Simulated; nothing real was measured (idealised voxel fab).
This is a process module. Its name is voxel tone inversion.
Shown is cross-section cut, with a width of 195 nm and square cells of size 5 nm.
Cross-sections here: square-cell grids, written as top-down lists of bands, a band being one or more rows of cells.
Band: top and bottom heights (nm) first, top before bottom; then materials from left to right, widths in nm. "everywhere" marks a sole material filling the band edge to edge. "empty" denotes empty space.
Ref level 0: as-received wafer is one material below here. Bottom band extends down with no lower bound ("top 0, no bottom").
Read "30->40" as a graded width: first number on top, second number at the bottom, same change between each pair of neighbouring rows.
It should be understood that the words "same as before", when stated for a given step, signify that the cross-section underwent no change in any of its cells during that step.
So "Closed cavity list" is basically the list of trapped voids: any empty space of 8 cells or more that can't reach the top through an opening. They're written width x height at distance, the distance being from the left edge, and it's all nm.
Where a step's line continues beyond its settings, the continuation is a remark by the simulator itself on that step.
overlay nm, on a step with a mask: how far to the right of its planned place the mask lay; to the left if negative

-- This section lists the process steps that were planned
1 RECEIVE,material Si
2 CONFORMAL_DEP,material SiN,thk nm 10
3 DIRECTIONAL_DEP,material aC,thk nm 15
4 PATTERN,tone cover,mask id POSTS,material resist,width nm 20,pitch nm 45,thk nm 25,overlay nm -15
5 DIRECTIONAL_ETCH,etch materials aC,depth nm 15
6 STRIP,etch materials resist
7 FILL_DEP,material lowk,thk nm 5
8 CMP,height nm 25
9 STRIP,etch materials aC
It is noted that the wafers described herein are identical at the outset and are distinguished by the overlay nm of step 4; the value stated in the plan corresponds to the first wafer.

-- Cut through the first of several wafers as received, post step 1
* top 0, no bottom  Si everywhere
* Closed cavity list: none

-- First of several wafers: cross-section at the end of the module, after step 9, its last step
* top 25, bottom 10  lowk (50), then empty (20), then lowk (25), then empty (20), then lowk (80)
* top 10, bottom 0  SiN everywhere
* top 0, no bottom  Si everywhere
* Closed cavity list: none

-- Cross-section of the last wafer at end of module
* top 25, bottom 10  lowk (80), then empty (20), then lowk (25), then empty (20), then lowk (50)
* top 10, bottom 0  SiN everywhere
* top 0, no bottom  Si everywhere
* Closed cavity list: none

-- Per-wafer rows below. For each material: cells gained (+) or lost (-) since the wafer was received, as of end of module. Then: closed voids
overlay nm -15 | +78 SiN | +93 lowk | Closed cavity list: none
overlay nm -10 | +78 SiN | +93 lowk | Closed cavity list: none
overlay nm -5 | +78 SiN | +93 lowk | Closed cavity list: none
overlay nm 0 | +78 SiN | +93 lowk | Closed cavity list: none
overlay nm 5 | +78 SiN | +93 lowk | Closed cavity list: none
overlay nm 10 | +78 SiN | +93 lowk | Closed cavity list: none
overlay nm 15 | +78 SiN | +93 lowk | Closed cavity list: none
